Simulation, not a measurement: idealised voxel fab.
Name of the process module below: voxel lift off
Section cut is 155 nm wide and gridded with 5 nm square cells.
Bands, listed from the top down, are how a cross-section gets written in this document; the cross-section itself is a grid of square cells, and a band is one or more rows of them.
Within each band entry, the heights of the top and of the bottom of the band appear first, in that order and in nm; the materials of the band then follow from left to right, each with its corresponding width in nm. The designation "everywhere" on a single material indicates that it fills the band from edge to edge; the designation "empty" indicates empty space.
Height reference: 0 = level under which incoming wafer is all one material. Lowest band: no bottom, runs on downward, e.g. "0 nm and below".
When a width is written as two numbers, as in "30->40", the first number is the width in the top row of cells of the band and the second is the width in its bottom row, and the width changes by the same amount from each row to the next.
Where the words "remained the same" appear for a step, the cross-section shows no cell changed by that step; every cell remained as before.
The entry titled "Enclosed voids" provides the empty spaces that have no open way to the top, restricted to those of 8 cells or more. Each is presented as width x height at distance, the distance being measured from the left edge, with all three in nm.
That trailing text on a step's line, after the settings, is the simulator's own remark on the step.
For masked steps, "overlay nm" on the step line gives how far right of plan the mask actually lay; a minus sign means it lay to the left.

THE PLANNED PROCESS STEPS ARE ENUMERATED HEREUNDER
1. RECEIVE | material Si
2. CONFORMAL_DEP | material SiN | thk nm 10
3. PATTERN | tone open | mask id LINES | material resist | width nm 15 | pitch nm 35 | thk nm 25 | overlay nm 0
4. DIRECTIONAL_DEP | material Ru | thk nm 15
5. STRIP | etch materials resist
6. CONFORMAL_DEP | material SiCN | thk nm 10

THIS IS THE CROSS-SECTION OF THE WAFER AS WE RECEIVED IT, I.E. AFTER STEP 1
0 nm and below  Si everywhere
Enclosed voids: none

RUN AS PLANNED - FIRST OF THE TWO WAFERS CROSS-SECTIONED AT THE END OF THE MODULE
35 nm to 25 nm  empty: 5, SiCN: 140, empty: 10
25 nm to 20 nm  empty: 5, SiCN: 10, Ru: 15, SiCN: 20, Ru: 15, SiCN: 20, Ru: 15, SiCN: 20, Ru: 15, SiCN: 10, empty: 10
20 nm to 10 nm  SiCN: 15, Ru: 15, SiCN: 20, Ru: 15, SiCN: 20, Ru: 15, SiCN: 20, Ru: 15, SiCN: 20
10 nm to 0 nm  SiN everywhere
0 nm and below  Si everywhere
Enclosed voids: none

WAFER TWO (OF TWO), END-OF-MODULE CROSS-SECTION: START = WAFER ONE, PLAN = WAFER ONE, ONE RUN MISTAKE
35 nm to 25 nm  empty: 10, SiCN: 140, empty: 5
25 nm to 20 nm  empty: 10, SiCN: 10, Ru: 15, SiCN: 20, Ru: 15, SiCN: 20, Ru: 15, SiCN: 20, Ru: 15, SiCN: 10, empty: 5
20 nm to 10 nm  SiCN: 20, Ru: 15, SiCN: 20, Ru: 15, SiCN: 20, Ru: 15, SiCN: 20, Ru: 15, SiCN: 15
10 nm to 0 nm  SiN everywhere
0 nm and below  Si everywhere
Enclosed voids: none
Misprocessing identified: the process deviated at step 3: the operation and settings actually run there were PATTERN | tone open | mask id LINES | material resist | width nm 15 | pitch nm 35 | thk nm 25 | overlay nm 5
Final wafers compared: equal cell tally per material, rearranged layout.
